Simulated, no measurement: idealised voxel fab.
Process module, titled voxel air gaps
FYI the section here is cut, 265 nm wide, cells are 5 nm squares.
Heads up, the way a cross-section reads in here is a grid of square cells, handed over as bands from the top down, with every band being one or more rows of cells.
Band: top height; bottom height; in nm. Then, left to right: material with width in nm, for each material. "all across": a single material spanning edge to edge. "air": empty space.
Height is counted from the level 0, under which the received wafer is composed throughout of one material. The lowest of the bands is not closed at the bottom but continues downward, in the notation "z 0 and below".
Quick explanation for "30->40": the width changes in equal steps down the rows of cells, from the first number in the band's top row to the second number in its bottom row.
A step reported as "stayed the same" is a step in which no cell of the cross-section changed.
Any empty space of 8 cells or more lacking an open way to the top shows up in "Tabulated closed voids" as width x height at distance, distance from the left edge, in nm.
The remark found on a step's line after its settings is issued by the simulator itself and pertains to that step.
If you see "overlay nm" on a step's line and that step has a mask, it's telling you how far right of where it was planned the mask ended up; a negative number means it went left instead.
What follows is a series of pairs. Each pair shows a cross-section before one process step and the cross-section after it, and the after view is drawn only down to the lowest band that changed. Beneath each pair is the step that lies between the two, with its settings. Pairs may come from different runs of this module on the same starting wafer, so a pair continues from the one above it only where its entry headed "Prior to step" says so.

[Prior to step]
	z 0 and below: Si all across
	Tabulated closed voids: none

[Post-Process Section]
	z 10 to 0: SiO2 all across
	Nothing below the height 0 has changed.
	Tabulated closed voids: none
the step between: CONFORMAL_DEP: material SiO2, thk nm 10

Prior to step: The pre-step condition corresponds to the post-step cross-section depicted in the pair directly above.

[Post-Process Section]
	z 15 to 10: SiN all across
	Nothing below the height 10 has changed.
	Tabulated closed voids: none
the step between: CONFORMAL_DEP: material SiN, thk nm 5

Prior to step: The pre-step condition corresponds to the post-step cross-section depicted in the pair directly above.

[Post-Process Section]
	z 55 to 15: lowk all across
	Nothing below the height 15 has changed.
	Tabulated closed voids: none
the step between: DIRECTIONAL_DEP: material lowk, thk nm 40

Prior to step: The pre-step condition corresponds to the post-step cross-section depicted in the pair directly above.

[Post-Process Section]
	z 70 to 55: resist 55, then air 20, then resist 25, then air 20, then resist 25, then air 20, then resist 25, then air 20, then resist 55
	Nothing below the height 55 has changed.
	Tabulated closed voids: none
the step between: PATTERN: tone open, mask id LINES, material resist, width nm 20, pitch nm 45, thk nm 15, overlay nm 0

Prior to step: The pre-step condition corresponds to the post-step cross-section depicted in the pair directly above.

[Post-Process Section]
	z 70 to 55: resist 55, then air 20, then resist 25, then air 20, then resist 25, then air 20, then resist 25, then air 20, then resist 55
	z 55 to 15: lowk 55, then air 20, then lowk 25, then air 20, then lowk 25, then air 20, then lowk 25, then air 20, then lowk 55
	Nothing below the height 15 has changed.
	Tabulated closed voids: none
the step between: DIRECTIONAL_ETCH: etch materials lowk, depth nm 40

Prior to step: The pre-step condition corresponds to the post-step cross-section depicted in the pair directly above.

[Post-Process Section]
	z 55 to 15: lowk 55, then air 20, then lowk 25, then air 20, then lowk 25, then air 20, then lowk 25, then air 20, then lowk 55
	Nothing below the height 15 has changed.
	Tabulated closed voids: none
the step between: STRIP: etch materials resist

Prior to step: The pre-step condition corresponds to the post-step cross-section depicted in the pair directly above.

[Post-Process Section]
	z 60 to 55: TiN 60, then air 10, then TiN 35, then air 10, then TiN 35, then air 10, then TiN 35, then air 10, then TiN 60
	z 55 to 20: lowk 55, then TiN 5, then air 10, then TiN 5, then lowk 25, then TiN 5, then air 10, then TiN 5, then lowk 25, then TiN 5, then air 10, then TiN 5, then lowk 25, then TiN 5, then air 10, then TiN 5, then lowk 55
	z 20 to 15: lowk 55, then TiN 20, then lowk 25, then TiN 20, then lowk 25, then TiN 20, then lowk 25, then TiN 20, then lowk 55
	Nothing below the height 15 has changed.
	Tabulated closed voids: none
the step between: CONFORMAL_DEP: material TiN, thk nm 5

Prior to step: The pre-step condition corresponds to the post-step cross-section depicted in the pair directly above.

[Post-Process Section]
	z 65 to 60: Cu all across
	z 60 to 55: TiN 60, then Cu 10, then TiN 35, then Cu 10, then TiN 35, then Cu 10, then TiN 35, then Cu 10, then TiN 60
	z 55 to 20: lowk 55, then TiN 5, then Cu 10, then TiN 5, then lowk 25, then TiN 5, then Cu 10, then TiN 5, then lowk 25, then TiN 5, then Cu 10, then TiN 5, then lowk 25, then TiN 5, then Cu 10, then TiN 5, then lowk 55
	Nothing below the height 20 has changed.
	Tabulated closed voids: none
the step between: FILL_DEP: material Cu, thk nm 5

Prior to step: The pre-step condition corresponds to the post-step cross-section depicted in the pair directly above.

[Post-Process Section]
	z 55 to 20: lowk 55, then TiN 5, then Cu 10, then TiN 5, then lowk 25, then TiN 5, then Cu 10, then TiN 5, then lowk 25, then TiN 5, then Cu 10, then TiN 5, then lowk 25, then TiN 5, then Cu 10, then TiN 5, then lowk 55
	Nothing below the height 20 has changed.
	Tabulated closed voids: none
the step between: CMP: height nm 55

Prior to step: The pre-step condition corresponds to the post-step cross-section depicted in the pair directly above.

[Post-Process Section]
	z 65 to 55: air 45, then Ru 40, then air 5, then Ru 40, then air 5, then Ru 40, then air 5, then Ru 40, then air 45
	Nothing below the height 55 has changed.
	Tabulated closed voids: none
the step between: EPI: material Ru, thk nm 10

Prior to step: The pre-step condition corresponds to the post-step cross-section depicted in the pair directly above.

[Post-Process Section]
	z 65 to 55: air 45, then Ru 40, then air 5, then Ru 40, then air 5, then Ru 40, then air 5, then Ru 40, then air 45
	z 55 to 20: air 55, then TiN 5, then Cu 10, then TiN 5, then air 25, then TiN 5, then Cu 10, then TiN 5, then air 25, then TiN 5, then Cu 10, then TiN 5, then air 25, then TiN 5, then Cu 10, then TiN 5, then air 55
	z 20 to 15: air 55, then TiN 20, then air 25, then TiN 20, then air 25, then TiN 20, then air 25, then TiN 20, then air 55
	Nothing below the height 15 has changed.
	Tabulated closed voids: none
the step between: SELECTIVE_ETCH: etch materials lowk, depth nm 50

Prior to step: The pre-step condition corresponds to the post-step cross-section depicted in the pair directly above.

[Post-Process Section]
	z 70 to 65: air 40, then SiN 185, then air 40
	z 65 to 55: air 40, then SiN 5, then Ru 40, then SiN 5, then Ru 40, then SiN 5, then Ru 40, then SiN 5, then Ru 40, then SiN 5, then air 40
	z 55 to 50: air 40, then SiN 15, then TiN 5, then Cu 10, then TiN 5, then SiN 25, then TiN 5, then Cu 10, then TiN 5, then SiN 25, then TiN 5, then Cu 10, then TiN 5, then SiN 25, then TiN 5, then Cu 10, then TiN 5, then SiN 15, then air 40
	z 50 to 20: air 50, then SiN 5, then TiN 5, then Cu 10, then TiN 5, then SiN 5, then air 15, then SiN 5, then TiN 5, then Cu 10, then TiN 5, then SiN 5, then air 15, then SiN 5, then TiN 5, then Cu 10, then TiN 5, then SiN 5, then air 15, then SiN 5, then TiN 5, then Cu 10, then TiN 5, then SiN 5, then air 50
	z 20 to 15: SiN 55, then TiN 20, then SiN 25, then TiN 20, then SiN 25, then TiN 20, then SiN 25, then TiN 20, then SiN 55
	Nothing below the height 15 has changed.
	Tabulated closed voids: 15 x 30 at 80; 15 x 30 at 125; 15 x 30 at 170
the step between: CONFORMAL_DEP: material SiN, thk nm 5

[Prior to step]
	z 10 to 0: SiO2 all across
	z 0 and below: Si all across
	Tabulated closed voids: none

[Post-Process Section]
	z 50 to 10: lowk all across
	Nothing below the height 10 has changed.
	Tabulated closed voids: none
the step between: DIRECTIONAL_DEP: material lowk, thk nm 40

Prior to step: The pre-step condition corresponds to the post-step cross-section depicted in the pair directly above.

[Post-Process Section]
	z 65 to 50: resist 55, then air 20, then resist 25, then air 20, then resist 25, then air 20, then resist 25, then air 20, then resist 55
	Nothing below the height 50 has changed.
	Tabulated closed voids: none
the step between: PATTERN: tone open, mask id LINES, material resist, width nm 20, pitch nm 45, thk nm 15, overlay nm 0

Prior to step: The pre-step condition corresponds to the post-step cross-section depicted in the pair directly above.

[Post-Process Section]
	z 65 to 50: resist 55, then air 20, then resist 25, then air 20, then resist 25, then air 20, then resist 25, then air 20, then resist 55
	z 50 to 10: lowk 55, then air 20, then lowk 25, then air 20, then lowk 25, then air 20, then lowk 25, then air 20, then lowk 55
	Nothing below the height 10 has changed.
	Tabulated closed voids: none
the step between: DIRECTIONAL_ETCH: etch materials lowk, depth nm 40

Prior to step: The pre-step condition corresponds to the post-step cross-section depicted in the pair directly above.

[Post-Process Section]
	z 50 to 10: lowk 55, then air 20, then lowk 25, then air 20, then lowk 25, then air 20, then lowk 25, then air 20, then lowk 55
	Nothing below the height 10 has changed.
	Tabulated closed voids: none
the step between: STRIP: etch materials resist

Prior to step: The pre-step condition corresponds to the post-step cross-section depicted in the pair directly above.

[Post-Process Section]
	z 55 to 50: TiN 60, then air 10, then TiN 35, then air 10, then TiN 35, then air 10, then TiN 35, then air 10, then TiN 60
	z 50 to 15: lowk 55, then TiN 5, then air 10, then TiN 5, then lowk 25, then TiN 5, then air 10, then TiN 5, then lowk 25, then TiN 5, then air 10, then TiN 5, then lowk 25, then TiN 5, then air 10, then TiN 5, then lowk 55
	z 15 to 10: lowk 55, then TiN 20, then lowk 25, then TiN 20, then lowk 25, then TiN 20, then lowk 25, then TiN 20, then lowk 55
	Nothing below the height 10 has changed.
	Tabulated closed voids: none
the step between: CONFORMAL_DEP: material TiN, thk nm 5

Prior to step: The pre-step condition corresponds to the post-step cross-section depicted in the pair directly above.

[Post-Process Section]
	z 60 to 55: Cu all across
	z 55 to 50: TiN 60, then Cu 10, then TiN 35, then Cu 10, then TiN 35, then Cu 10, then TiN 35, then Cu 10, then TiN 60
	z 50 to 15: lowk 55, then TiN 5, then Cu 10, then TiN 5, then lowk 25, then TiN 5, then Cu 10, then TiN 5, then lowk 25, then TiN 5, then Cu 10, then TiN 5, then lowk 25, then TiN 5, then Cu 10, then TiN 5, then lowk 55
	Nothing below the height 15 has changed.
	Tabulated closed voids: none
the step between: FILL_DEP: material Cu, thk nm 5

Prior to step: The pre-step condition corresponds to the post-step cross-section depicted in the pair directly above.

[Post-Process Section]
	z 55 to 50: TiN 60, then Cu 10, then TiN 35, then Cu 10, then TiN 35, then Cu 10, then TiN 35, then Cu 10, then TiN 60
	Nothing below the height 50 has changed.
	Tabulated closed voids: none
the step between: CMP: height nm 55

Prior to step: The pre-step condition corresponds to the post-step cross-section depicted in the pair directly above.

[Post-Process Section]
	z 65 to 55: Ru all across
	Nothing below the height 55 has changed.
	Tabulated closed voids: none
the step between: EPI: material Ru, thk nm 10

Prior to step: The pre-step condition corresponds to the post-step cross-section depicted in the pair directly above.

[Post-Process Section]
	z 70 to 65: SiN all across
	Nothing below the height 65 has changed.
	Tabulated closed voids: none
the step between: CONFORMAL_DEP: material SiN, thk nm 5

[Prior to step]
	z 65 to 55: air 45, then Ru 40, then air 5, then Ru 40, then air 5, then Ru 40, then air 5, then Ru 40, then air 45
	z 55 to 20: lowk 55, then TiN 5, then Cu 10, then TiN 5, then lowk 25, then TiN 5, then Cu 10, then TiN 5, then lowk 25, then TiN 5, then Cu 10, then TiN 5, then lowk 25, then TiN 5, then Cu 10, then TiN 5, then lowk 55
	z 20 to 15: lowk 55, then TiN 20, then lowk 25, then TiN 20, then lowk 25, then TiN 20, then lowk 25, then TiN 20, then lowk 55
	z 15 to 10: SiN all across
	z 10 to 0: SiO2 all across
	z 0 and below: Si all across
	Tabulated closed voids: none

[Post-Process Section]
	z 75 to 55: air 35, then Ru 195, then air 35
	Nothing below the height 55 has changed.
	Tabulated closed voids: none
the step between: EPI: material Ru, thk nm 10

Prior to step: The pre-step condition corresponds to the post-step cross-section depicted in the pair directly above.

[Post-Process Section]
	z 75 to 55: air 35, then Ru 195, then air 35
	z 55 to 20: air 55, then TiN 5, then Cu 10, then TiN 5, then lowk 25, then TiN 5, then Cu 10, then TiN 5, then lowk 25, then TiN 5, then Cu 10, then TiN 5, then lowk 25, then TiN 5, then Cu 10, then TiN 5, then air 55
	z 20 to 15: air 55, then TiN 20, then lowk 25, then TiN 20, then lowk 25, then TiN 20, then lowk 25, then TiN 20, then air 55
	Nothing below the height 15 has changed.
	Tabulated closed voids: none
the step between: SELECTIVE_ETCH: etch materials lowk, depth nm 50

Prior to step: The pre-step condition corresponds to the post-step cross-section depicted in the pair directly above.

[Post-Process Section]
	z 80 to 75: air 30, then SiN 205, then air 30
	z 75 to 55: air 30, then SiN 5, then Ru 195, then SiN 5, then air 30
	z 55 to 50: air 30, then SiN 25, then TiN 5, then Cu 10, then TiN 5, then lowk 25, then TiN 5, then Cu 10, then TiN 5, then lowk 25, then TiN 5, then Cu 10, then TiN 5, then lowk 25, then TiN 5, then Cu 10, then TiN 5, then SiN 25, then air 30
	z 50 to 20: air 50, then SiN 5, then TiN 5, then Cu 10, then TiN 5, then lowk 25, then TiN 5, then Cu 10, then TiN 5, then lowk 25, then TiN 5, then Cu 10, then TiN 5, then lowk 25, then TiN 5, then Cu 10, then TiN 5, then SiN 5, then air 50
	z 20 to 15: SiN 55, then TiN 20, then lowk 25, then TiN 20, then lowk 25, then TiN 20, then lowk 25, then TiN 20, then SiN 55
	Nothing below the height 15 has changed.
	Tabulated closed voids: none
the step between: CONFORMAL_DEP: material SiN, thk nm 5

[Prior to step]
	z 0 and below: Si all across
	Tabulated closed voids: none

[Post-Process Section]
	z 5 to 0: SiN all across
	Nothing below the height 0 has changed.
	Tabulated closed voids: none
the step between: CONFORMAL_DEP: material SiN, thk nm 5

Prior to step: The pre-step condition corresponds to the post-step cross-section depicted in the pair directly above.

[Post-Process Section]
	z 15 to 5: SiO2 all across
	Nothing below the height 5 has changed.
	Tabulated closed voids: none
the step between: CONFORMAL_DEP: material SiO2, thk nm 10

Prior to step: The pre-step condition corresponds to the post-step cross-section depicted in the pair directly above.

[Post-Process Section]
	z 55 to 15: lowk all across
	Nothing below the height 15 has changed.
	Tabulated closed voids: none
the step between: DIRECTIONAL_DEP: material lowk, thk nm 40

Prior to step: The pre-step condition corresponds to the post-step cross-section depicted in the pair directly above.

[Post-Process Section]
	z 70 to 55: resist 55, then air 20, then resist 25, then air 20, then resist 25, then air 20, then resist 25, then air 20, then resist 55
	Nothing below the height 55 has changed.
	Tabulated closed voids: none
the step between: PATTERN: tone open, mask id LINES, material resist, width nm 20, pitch nm 45, thk nm 15, overlay nm 0

Prior to step: The pre-step condition corresponds to the post-step cross-section depicted in the pair directly above.

[Post-Process Section]
	z 70 to 55: resist 55, then air 20, then resist 25, then air 20, then resist 25, then air 20, then resist 25, then air 20, then resist 55
	z 55 to 15: lowk 55, then air 20, then lowk 25, then air 20, then lowk 25, then air 20, then lowk 25, then air 20, then lowk 55
	Nothing below the height 15 has changed.
	Tabulated closed voids: none
the step between: DIRECTIONAL_ETCH: etch materials lowk, depth nm 40

Prior to step: The pre-step condition corresponds to the post-step cross-section depicted in the pair directly above.

[Post-Process Section]
	z 55 to 15: lowk 55, then air 20, then lowk 25, then air 20, then lowk 25, then air 20, then lowk 25, then air 20, then lowk 55
	Nothing below the height 15 has changed.
	Tabulated closed voids: none
the step between: STRIP: etch materials resist

Prior to step: The pre-step condition corresponds to the post-step cross-section depicted in the pair directly above.

[Post-Process Section]
	z 60 to 55: TiN 60, then air 10, then TiN 35, then air 10, then TiN 35, then air 10, then TiN 35, then air 10, then TiN 60
	z 55 to 20: lowk 55, then TiN 5, then air 10, then TiN 5, then lowk 25, then TiN 5, then air 10, then TiN 5, then lowk 25, then TiN 5, then air 10, then TiN 5, then lowk 25, then TiN 5, then air 10, then TiN 5, then lowk 55
	z 20 to 15: lowk 55, then TiN 20, then lowk 25, then TiN 20, then lowk 25, then TiN 20, then lowk 25, then TiN 20, then lowk 55
	Nothing below the height 15 has changed.
	Tabulated closed voids: none
the step between: CONFORMAL_DEP: material TiN, thk nm 5

Prior to step: The pre-step condition corresponds to the post-step cross-section depicted in the pair directly above.

[Post-Process Section]
	z 65 to 60: Cu all across
	z 60 to 55: TiN 60, then Cu 10, then TiN 35, then Cu 10, then TiN 35, then Cu 10, then TiN 35, then Cu 10, then TiN 60
	z 55 to 20: lowk 55, then TiN 5, then Cu 10, then TiN 5, then lowk 25, then TiN 5, then Cu 10, then TiN 5, then lowk 25, then TiN 5, then Cu 10, then TiN 5, then lowk 25, then TiN 5, then Cu 10, then TiN 5, then lowk 55
	Nothing below the height 20 has changed.
	Tabulated closed voids: none
the step between: FILL_DEP: material Cu, thk nm 5

Prior to step: The pre-step condition corresponds to the post-step cross-section depicted in the pair directly above.

[Post-Process Section]
	z 55 to 20: lowk 55, then TiN 5, then Cu 10, then TiN 5, then lowk 25, then TiN 5, then Cu 10, then TiN 5, then lowk 25, then TiN 5, then Cu 10, then TiN 5, then lowk 25, then TiN 5, then Cu 10, then TiN 5, then lowk 55
	Nothing below the height 20 has changed.
	Tabulated closed voids: none
the step between: CMP: height nm 55

Prior to step: The pre-step condition corresponds to the post-step cross-section depicted in the pair directly above.

[Post-Process Section]
	z 65 to 55: air 45, then Ru 40, then air 5, then Ru 40, then air 5, then Ru 40, then air 5, then Ru 40, then air 45
	Nothing below the height 55 has changed.
	Tabulated closed voids: none
the step between: EPI: material Ru, thk nm 10

Prior to step: The pre-step condition corresponds to the post-step cross-section depicted in the pair directly above.

[Post-Process Section]
	z 65 to 55: air 45, then Ru 40, then air 5, then Ru 40, then air 5, then Ru 40, then air 5, then Ru 40, then air 45
	z 55 to 20: air 55, then TiN 5, then Cu 10, then TiN 5, then air 25, then TiN 5, then Cu 10, then TiN 5, then air 25, then TiN 5, then Cu 10, then TiN 5, then air 25, then TiN 5, then Cu 10, then TiN 5, then air 55
	z 20 to 15: air 55, then TiN 20, then air 25, then TiN 20, then air 25, then TiN 20, then air 25, then TiN 20, then air 55
	Nothing below the height 15 has changed.
	Tabulated closed voids: none
the step between: SELECTIVE_ETCH: etch materials lowk, depth nm 50

Prior to step: The pre-step condition corresponds to the post-step cross-section depicted in the pair directly above.

[Post-Process Section]
	z 70 to 65: air 40, then SiN 185, then air 40
	z 65 to 55: air 40, then SiN 5, then Ru 40, then SiN 5, then Ru 40, then SiN 5, then Ru 40, then SiN 5, then Ru 40, then SiN 5, then air 40
	z 55 to 50: air 40, then SiN 15, then TiN 5, then Cu 10, then TiN 5, then SiN 25, then TiN 5, then Cu 10, then TiN 5, then SiN 25, then TiN 5, then Cu 10, then TiN 5, then SiN 25, then TiN 5, then Cu 10, then TiN 5, then SiN 15, then air 40
	z 50 to 20: air 50, then SiN 5, then TiN 5, then Cu 10, then TiN 5, then SiN 5, then air 15, then SiN 5, then TiN 5, then Cu 10, then TiN 5, then SiN 5, then air 15, then SiN 5, then TiN 5, then Cu 10, then TiN 5, then SiN 5, then air 15, then SiN 5, then TiN 5, then Cu 10, then TiN 5, then SiN 5, then air 50
	z 20 to 15: SiN 55, then TiN 20, then SiN 25, then TiN 20, then SiN 25, then TiN 20, then SiN 25, then TiN 20, then SiN 55
	Nothing below the height 15 has changed.
	Tabulated closed voids: 15 x 30 at 80; 15 x 30 at 125; 15 x 30 at 170
the step between: CONFORMAL_DEP: material SiN, thk nm 5

[Prior to step]
	z 0 and below: Si all across
	Tabulated closed voids: none

[Post-Process Section]
	z 5 to 0: SiO2 all across
	Nothing below the height 0 has changed.
	Tabulated closed voids: none
the step between: CONFORMAL_DEP: material SiO2, thk nm 5

Prior to step: The pre-step condition corresponds to the post-step cross-section depicted in the pair directly above.

[Post-Process Section]
	z 10 to 5: SiN all across
	Nothing below the height 5 has changed.
	Tabulated closed voids: none
the step between: CONFORMAL_DEP: material SiN, thk nm 5

Prior to step: The pre-step condition corresponds to the post-step cross-section depicted in the pair directly above.

[Post-Process Section]
	z 50 to 10: lowk all across
	Nothing below the height 10 has changed.
	Tabulated closed voids: none
the step between: DIRECTIONAL_DEP: material lowk, thk nm 40

Prior to step: The pre-step condition corresponds to the post-step cross-section depicted in the pair directly above.

[Post-Process Section]
	z 65 to 50: resist 55, then air 20, then resist 25, then air 20, then resist 25, then air 20, then resist 25, then air 20, then resist 55
	Nothing below the height 50 has changed.
	Tabulated closed voids: none
the step between: PATTERN: tone open, mask id LINES, material resist, width nm 20, pitch nm 45, thk nm 15, overlay nm 0

Prior to step: The pre-step condition corresponds to the post-step cross-section depicted in the pair directly above.

[Post-Process Section]
	z 65 to 50: resist 55, then air 20, then resist 25, then air 20, then resist 25, then air 20, then resist 25, then air 20, then resist 55
	z 50 to 10: lowk 55, then air 20, then lowk 25, then air 20, then lowk 25, then air 20, then lowk 25, then air 20, then lowk 55
	Nothing below the height 10 has changed.
	Tabulated closed voids: none
the step between: DIRECTIONAL_ETCH: etch materials lowk, depth nm 40

Prior to step: The pre-step condition corresponds to the post-step cross-section depicted in the pair directly above.

[Post-Process Section]
	z 50 to 10: lowk 55, then air 20, then lowk 25, then air 20, then lowk 25, then air 20, then lowk 25, then air 20, then lowk 55
	Nothing below the height 10 has changed.
	Tabulated closed voids: none
the step between: STRIP: etch materials resist

Prior to step: The pre-step condition corresponds to the post-step cross-section depicted in the pair directly above.

[Post-Process Section]
	z 55 to 50: TiN 60, then air 10, then TiN 35, then air 10, then TiN 35, then air 10, then TiN 35, then air 10, then TiN 60
	z 50 to 15: lowk 55, then TiN 5, then air 10, then TiN 5, then lowk 25, then TiN 5, then air 10, then TiN 5, then lowk 25, then TiN 5, then air 10, then TiN 5, then lowk 25, then TiN 5, then air 10, then TiN 5, then lowk 55
	z 15 to 10: lowk 55, then TiN 20, then lowk 25, then TiN 20, then lowk 25, then TiN 20, then lowk 25, then TiN 20, then lowk 55
	Nothing below the height 10 has changed.
	Tabulated closed voids: none
the step between: CONFORMAL_DEP: material TiN, thk nm 5

Prior to step: The pre-step condition corresponds to the post-step cross-section depicted in the pair directly above.

[Post-Process Section]
	z 60 to 55: Cu all across
	z 55 to 50: TiN 60, then Cu 10, then TiN 35, then Cu 10, then TiN 35, then Cu 10, then TiN 35, then Cu 10, then TiN 60
	z 50 to 15: lowk 55, then TiN 5, then Cu 10, then TiN 5, then lowk 25, then TiN 5, then Cu 10, then TiN 5, then lowk 25, then TiN 5, then Cu 10, then TiN 5, then lowk 25, then TiN 5, then Cu 10, then TiN 5, then lowk 55
	Nothing below the height 15 has changed.
	Tabulated closed voids: none
the step between: FILL_DEP: material Cu, thk nm 5

Prior to step: The pre-step condition corresponds to the post-step cross-section depicted in the pair directly above.

[Post-Process Section]
	z 55 to 50: TiN 60, then Cu 10, then TiN 35, then Cu 10, then TiN 35, then Cu 10, then TiN 35, then Cu 10, then TiN 60
	Nothing below the height 50 has changed.
	Tabulated closed voids: none
the step between: CMP: height nm 55

Prior to step: The pre-step condition corresponds to the post-step cross-section depicted in the pair directly above.

[Post-Process Section]
	z 65 to 55: Ru all across
	Nothing below the height 55 has changed.
	Tabulated closed voids: none
the step between: EPI: material Ru, thk nm 10

Prior to step: The pre-step condition corresponds to the post-step cross-section depicted in the pair directly above.

[Post-Process Section]
	z 70 to 65: SiN all across
	Nothing below the height 65 has changed.
	Tabulated closed voids: none
the step between: CONFORMAL_DEP: material SiN, thk nm 5

[Prior to step]
	z 55 to 15: lowk all across
	z 15 to 10: SiN all across
	z 10 to 0: SiO2 all across
	z 0 and below: Si all across
	Tabulated closed voids: none

[Post-Process Section]
	z 70 to 55: resist 55, then air 25, then resist 20, then air 25, then resist 20, then air 25, then resist 20, then air 25, then resist 50
	Nothing below the height 55 has changed.
	Tabulated closed voids: none
the step between: PATTERN: tone open, mask id LINES, material resist, width nm 25, pitch nm 45, thk nm 15, overlay nm 0

Prior to step: The pre-step condition corresponds to the post-step cross-section depicted in the pair directly above.

[Post-Process Section]
	z 70 to 55: resist 55, then air 25, then resist 20, then air 25, then resist 20, then air 25, then resist 20, then air 25, then resist 50
	z 55 to 15: lowk 55, then air 25, then lowk 20, then air 25, then lowk 20, then air 25, then lowk 20, then air 25, then lowk 50
	Nothing below the height 15 has changed.
	Tabulated closed voids: none
the step between: DIRECTIONAL_ETCH: etch materials lowk, depth nm 40

Prior to step: The pre-step condition corresponds to the post-step cross-section depicted in the pair directly above.

[Post-Process Section]
	z 55 to 15: lowk 55, then air 25, then lowk 20, then air 25, then lowk 20, then air 25, then lowk 20, then air 25, then lowk 50
	Nothing below the height 15 has changed.
	Tabulated closed voids: none
the step between: STRIP: etch materials resist

Prior to step: The pre-step condition corresponds to the post-step cross-section depicted in the pair directly above.

[Post-Process Section]
	z 60 to 55: TiN 60, then air 15, then TiN 30, then air 15, then TiN 30, then air 15, then TiN 30, then air 15, then TiN 55
	z 55 to 20: lowk 55, then TiN 5, then air 15, then TiN 5, then lowk 20, then TiN 5, then air 15, then TiN 5, then lowk 20, then TiN 5, then air 15, then TiN 5, then lowk 20, then TiN 5, then air 15, then TiN 5, then lowk 50
	z 20 to 15: lowk 55, then TiN 25, then lowk 20, then TiN 25, then lowk 20, then TiN 25, then lowk 20, then TiN 25, then lowk 50
	Nothing below the height 15 has changed.
	Tabulated closed voids: none
the step between: CONFORMAL_DEP: material TiN, thk nm 5

Prior to step: The pre-step condition corresponds to the post-step cross-section depicted in the pair directly above.

[Post-Process Section]
	z 65 to 60: Cu all across
	z 60 to 55: TiN 60, then Cu 15, then TiN 30, then Cu 15, then TiN 30, then Cu 15, then TiN 30, then Cu 15, then TiN 55
	z 55 to 20: lowk 55, then TiN 5, then Cu 15, then TiN 5, then lowk 20, then TiN 5, then Cu 15, then TiN 5, then lowk 20, then TiN 5, then Cu 15, then TiN 5, then lowk 20, then TiN 5, then Cu 15, then TiN 5, then lowk 50
	Nothing below the height 20 has changed.
	Tabulated closed voids: none
the step between: FILL_DEP: material Cu, thk nm 5

Prior to step: The pre-step condition corresponds to the post-step cross-section depicted in the pair directly above.

[Post-Process Section]
	z 55 to 20: lowk 55, then TiN 5, then Cu 15, then TiN 5, then lowk 20, then TiN 5, then Cu 15, then TiN 5, then lowk 20, then TiN 5, then Cu 15, then TiN 5, then lowk 20, then TiN 5, then Cu 15, then TiN 5, then lowk 50
	Nothing below the height 20 has changed.
	Tabulated closed voids: none
the step between: CMP: height nm 55

Prior to step: The pre-step condition corresponds to the post-step cross-section depicted in the pair directly above.

[Post-Process Section]
	z 65 to 55: air 45, then Ru 180, then air 40
	Nothing below the height 55 has changed.
	Tabulated closed voids: none
the step between: EPI: material Ru, thk nm 10

Prior to step: The pre-step condition corresponds to the post-step cross-section depicted in the pair directly above.

[Post-Process Section]
	z 65 to 55: air 45, then Ru 180, then air 40
	z 55 to 20: air 55, then TiN 5, then Cu 15, then TiN 5, then lowk 20, then TiN 5, then Cu 15, then TiN 5, then lowk 20, then TiN 5, then Cu 15, then TiN 5, then lowk 20, then TiN 5, then Cu 15, then TiN 5, then air 50
	z 20 to 15: air 55, then TiN 25, then lowk 20, then TiN 25, then lowk 20, then TiN 25, then lowk 20, then TiN 25, then air 50
	Nothing below the height 15 has changed.
	Tabulated closed voids: none
the step between: SELECTIVE_ETCH: etch materials lowk, depth nm 50

Prior to step: The pre-step condition corresponds to the post-step cross-section depicted in the pair directly above.

[Post-Process Section]
	z 70 to 65: air 40, then SiN 190, then air 35
	z 65 to 55: air 40, then SiN 5, then Ru 180, then SiN 5, then air 35
	z 55 to 50: air 40, then SiN 15, then TiN 5, then Cu 15, then TiN 5, then lowk 20, then TiN 5, then Cu 15, then TiN 5, then lowk 20, then TiN 5, then Cu 15, then TiN 5, then lowk 20, then TiN 5, then Cu 15, then TiN 5, then SiN 15, then air 35
	z 50 to 20: air 50, then SiN 5, then TiN 5, then Cu 15, then TiN 5, then lowk 20, then TiN 5, then Cu 15, then TiN 5, then lowk 20, then TiN 5, then Cu 15, then TiN 5, then lowk 20, then TiN 5, then Cu 15, then TiN 5, then SiN 5, then air 45
	z 20 to 15: SiN 55, then TiN 25, then lowk 20, then TiN 25, then lowk 20, then TiN 25, then lowk 20, then TiN 25, then SiN 50
	Nothing below the height 15 has changed.
	Tabulated closed voids: none
the step between: CONFORMAL_DEP: material SiN, thk nm 5

[Prior to step]
	z 55 to 15: lowk all across
	z 15 to 10: SiN all across
	z 10 to 0: SiO2 all across
	z 0 and below: Si all across
	Tabulated closed voids: none

[Post-Process Section]
	z 70 to 55: resist 50, then air 20, then resist 25, then air 20, then resist 25, then air 20, then resist 25, then air 20, then resist 60
	Nothing below the height 55 has changed.
	Tabulated closed voids: none
the step between: PATTERN: tone open, mask id LINES, material resist, width nm 20, pitch nm 45, thk nm 15, overlay nm -5

Prior to step: The pre-step condition corresponds to the post-step cross-section depicted in the pair directly above.

[Post-Process Section]
	z 70 to 55: resist 50, then air 20, then resist 25, then air 20, then resist 25, then air 20, then resist 25, then air 20, then resist 60
	z 55 to 15: lowk 50, then air 20, then lowk 25, then air 20, then lowk 25, then air 20, then lowk 25, then air 20, then lowk 60
	Nothing below the height 15 has changed.
	Tabulated closed voids: none
the step between: DIRECTIONAL_ETCH: etch materials lowk, depth nm 40

Prior to step: The pre-step condition corresponds to the post-step cross-section depicted in the pair directly above.

[Post-Process Section]
	z 55 to 15: lowk 50, then air 20, then lowk 25, then air 20, then lowk 25, then air 20, then lowk 25, then air 20, then lowk 60
	Nothing below the height 15 has changed.
	Tabulated closed voids: none
the step between: STRIP: etch materials resist

Prior to step: The pre-step condition corresponds to the post-step cross-section depicted in the pair directly above.

[Post-Process Section]
	z 60 to 55: TiN 55, then air 10, then TiN 35, then air 10, then TiN 35, then air 10, then TiN 35, then air 10, then TiN 65
	z 55 to 20: lowk 50, then TiN 5, then air 10, then TiN 5, then lowk 25, then TiN 5, then air 10, then TiN 5, then lowk 25, then TiN 5, then air 10, then TiN 5, then lowk 25, then TiN 5, then air 10, then TiN 5, then lowk 60
	z 20 to 15: lowk 50, then TiN 20, then lowk 25, then TiN 20, then lowk 25, then TiN 20, then lowk 25, then TiN 20, then lowk 60
	Nothing below the height 15 has changed.
	Tabulated closed voids: none
the step between: CONFORMAL_DEP: material TiN, thk nm 5
